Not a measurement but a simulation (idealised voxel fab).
This is a process module. Its name is voxel spacer lines.
Square cells of 5 nm make up the cross-section cut, whose width is 200 nm.
How to read a cross-section here: the picture is a grid of square cells, written as bands going from the top down, and any band can span one or more rows of cells.
The band entry comprises the height of the band's top followed by the height of its bottom, expressed in nm, and subsequently the band's materials from left to right, each stated together with its width in nm. Where a single material is marked with the word "all across", that material fills the band from edge to edge. The word "air" represents empty space.
Below 0: as-received wafer, all one material; heights counted from there. Lowest band: no bottom, goes on down, written "0 and below".
Width "30 to 40": first value at the band's top row of cells, second value at its bottom row, equal change from row to row.
Take "remains unaltered" at face value: in the step it is given for, the cross-section changed in none of its cells.
The label "Sealed-off cavities" introduces a list of the empty spaces, 8 cells or larger, that have no open way up to the top; each entry in it reads width x height at distance, where the distance is taken from the left edge and all three are stated in nm.
Anything after a step's settings on that line? It's the simulator's own note about the step.
overlay nm: where the mask lay relative to plan, measured to the right, on steps with a mask; negatives go left.

Listed below are the process steps as planned:
step 1: RECEIVE (material Si)
step 2: CONFORMAL_DEP (material Al2O3; thk nm 10)
step 3: DIRECTIONAL_DEP (material W; thk nm 20)
step 4: DIRECTIONAL_DEP (material aC; thk nm 20)
step 5: PATTERN (tone cover; mask id MANDREL; material resist; width nm 20; pitch nm 60; thk nm 25; overlay nm 0)
step 6: DIRECTIONAL_ETCH (etch materials aC; depth nm 20)
step 7: STRIP (etch materials resist)
step 8: CONFORMAL_DEP (material SiN; thk nm 10)
step 9: DIRECTIONAL_ETCH (etch materials SiN; depth nm 10)
step 10: STRIP (etch materials aC)
step 11: DIRECTIONAL_ETCH (etch materials W; depth nm 20)
step 12: STRIP (etch materials SiN)

Wafer, first of two, run as planned:

Cross-section, incoming material, after step 1:
    0 and below = Si all across
    Sealed-off cavities: none

Wafer section view after processing step 2:
    10 down to 0 = Al2O3 all across
    Below a height of 0, the structure has not been altered.

Wafer section view after processing step 3:
    30 down to 10 = W all across
    Below a height of 10, the structure has not been altered.

Wafer section view after processing step 4:
    50 down to 30 = aC all across
    Below a height of 30, the structure has not been altered.

Wafer section view after processing step 5:
    75 down to 50 = 30 nm air / 20 nm resist / 40 nm air / 20 nm resist / 40 nm air / 20 nm resist / 30 nm air
    Below a height of 50, the structure has not been altered.

Wafer section view after processing step 6:
    55 down to 50 = 30 nm air / 20 nm resist / 40 nm air / 20 nm resist / 40 nm air / 20 nm resist / 30 nm air
    50 down to 30 = 30 nm air / 20 nm aC / 40 nm air / 20 nm aC / 40 nm air / 20 nm aC / 30 nm air
    Below a height of 30, the structure has not been altered.

Wafer section view after processing step 7:
    50 down to 30 = 30 nm air / 20 nm aC / 40 nm air / 20 nm aC / 40 nm air / 20 nm aC / 30 nm air
    Below a height of 30, the structure has not been altered.

Wafer section view after processing step 8:
    60 down to 50 = 20 nm air / 40 nm SiN / 20 nm air / 40 nm SiN / 20 nm air / 40 nm SiN / 20 nm air
    50 down to 40 = 20 nm air / 10 nm SiN / 20 nm aC / 10 nm SiN / 20 nm air / 10 nm SiN / 20 nm aC / 10 nm SiN / 20 nm air / 10 nm SiN / 20 nm aC / 10 nm SiN / 20 nm air
    40 down to 30 = 30 nm SiN / 20 nm aC / 40 nm SiN / 20 nm aC / 40 nm SiN / 20 nm aC / 30 nm SiN
    Below a height of 30, the structure has not been altered.

Wafer section view after processing step 9:
    50 down to 30 = 20 nm air / 10 nm SiN / 20 nm aC / 10 nm SiN / 20 nm air / 10 nm SiN / 20 nm aC / 10 nm SiN / 20 nm air / 10 nm SiN / 20 nm aC / 10 nm SiN / 20 nm air
    Below a height of 30, the structure has not been altered.

Wafer section view after processing step 10:
    50 down to 30 = 20 nm air / 10 nm SiN / 20 nm air / 10 nm SiN / 20 nm air / 10 nm SiN / 20 nm air / 10 nm SiN / 20 nm air / 10 nm SiN / 20 nm air / 10 nm SiN / 20 nm air
    Below a height of 30, the structure has not been altered.

Wafer section view after processing step 11:
    50 down to 30 = 20 nm air / 10 nm SiN / 20 nm air / 10 nm SiN / 20 nm air / 10 nm SiN / 20 nm air / 10 nm SiN / 20 nm air / 10 nm SiN / 20 nm air / 10 nm SiN / 20 nm air
    30 down to 10 = 20 nm air / 10 nm W / 20 nm air / 10 nm W / 20 nm air / 10 nm W / 20 nm air / 10 nm W / 20 nm air / 10 nm W / 20 nm air / 10 nm W / 20 nm air
    Below a height of 10, the structure has not been altered.

Wafer section view after processing step 12:
    30 down to 10 = 20 nm air / 10 nm W / 20 nm air / 10 nm W / 20 nm air / 10 nm W / 20 nm air / 10 nm W / 20 nm air / 10 nm W / 20 nm air / 10 nm W / 20 nm air
    Below a height of 10, the structure has not been altered.

Second wafer: like start, like plan, one mistake. Through step 2 it matches the first wafer:

Cross-sectional representation of the second wafer at the time designated in the plan for the completion of step 3:
    50 down to 10 = W all across
    Below a height of 10, the structure has not been altered.

Cross-sectional representation of the second wafer at the time designated in the plan for the completion of step 4:
    70 down to 50 = aC all across
    Below a height of 50, the structure has not been altered.

Cross-sectional representation of the second wafer at the time designated in the plan for the completion of step 5:
    95 down to 70 = 30 nm air / 20 nm resist / 40 nm air / 20 nm resist / 40 nm air / 20 nm resist / 30 nm air
    Below a height of 70, the structure has not been altered.

Cross-sectional representation of the second wafer at the time designated in the plan for the completion of step 6:
    75 down to 70 = 30 nm air / 20 nm resist / 40 nm air / 20 nm resist / 40 nm air / 20 nm resist / 30 nm air
    70 down to 50 = 30 nm air / 20 nm aC / 40 nm air / 20 nm aC / 40 nm air / 20 nm aC / 30 nm air
    Below a height of 50, the structure has not been altered.

Cross-sectional representation of the second wafer at the time designated in the plan for the completion of step 7:
    70 down to 50 = 30 nm air / 20 nm aC / 40 nm air / 20 nm aC / 40 nm air / 20 nm aC / 30 nm air
    Below a height of 50, the structure has not been altered.

Cross-sectional representation of the second wafer at the time designated in the plan for the completion of step 8:
    80 down to 70 = 20 nm air / 40 nm SiN / 20 nm air / 40 nm SiN / 20 nm air / 40 nm SiN / 20 nm air
    70 down to 60 = 20 nm air / 10 nm SiN / 20 nm aC / 10 nm SiN / 20 nm air / 10 nm SiN / 20 nm aC / 10 nm SiN / 20 nm air / 10 nm SiN / 20 nm aC / 10 nm SiN / 20 nm air
    60 down to 50 = 30 nm SiN / 20 nm aC / 40 nm SiN / 20 nm aC / 40 nm SiN / 20 nm aC / 30 nm SiN
    Below a height of 50, the structure has not been altered.

Cross-sectional representation of the second wafer at the time designated in the plan for the completion of step 9:
    70 down to 50 = 20 nm air / 10 nm SiN / 20 nm aC / 10 nm SiN / 20 nm air / 10 nm SiN / 20 nm aC / 10 nm SiN / 20 nm air / 10 nm SiN / 20 nm aC / 10 nm SiN / 20 nm air
    Below a height of 50, the structure has not been altered.

Cross-sectional representation of the second wafer at the time designated in the plan for the completion of step 10:
    70 down to 50 = 20 nm air / 10 nm SiN / 20 nm air / 10 nm SiN / 20 nm air / 10 nm SiN / 20 nm air / 10 nm SiN / 20 nm air / 10 nm SiN / 20 nm air / 10 nm SiN / 20 nm air
    Below a height of 50, the structure has not been altered.

Cross-sectional representation of the second wafer at the time designated in the plan for the completion of step 11:
    70 down to 50 = 20 nm air / 10 nm SiN / 20 nm air / 10 nm SiN / 20 nm air / 10 nm SiN / 20 nm air / 10 nm SiN / 20 nm air / 10 nm SiN / 20 nm air / 10 nm SiN / 20 nm air
    50 down to 30 = 20 nm air / 10 nm W / 20 nm air / 10 nm W / 20 nm air / 10 nm W / 20 nm air / 10 nm W / 20 nm air / 10 nm W / 20 nm air / 10 nm W / 20 nm air
    Below a height of 30, the structure has not been altered.

Cross-sectional representation of the second wafer at the time designated in the plan for the completion of step 12:
    50 down to 30 = 20 nm air / 10 nm W / 20 nm air / 10 nm W / 20 nm air / 10 nm W / 20 nm air / 10 nm W / 20 nm air / 10 nm W / 20 nm air / 10 nm W / 20 nm air
    Below a height of 30, the structure has not been altered.
Short version of what went wrong: yeah, plan step 3 got run twice
Wrapping up, a cell-based count of both wafers puts the second over or under the first for these materials: W: 160 more
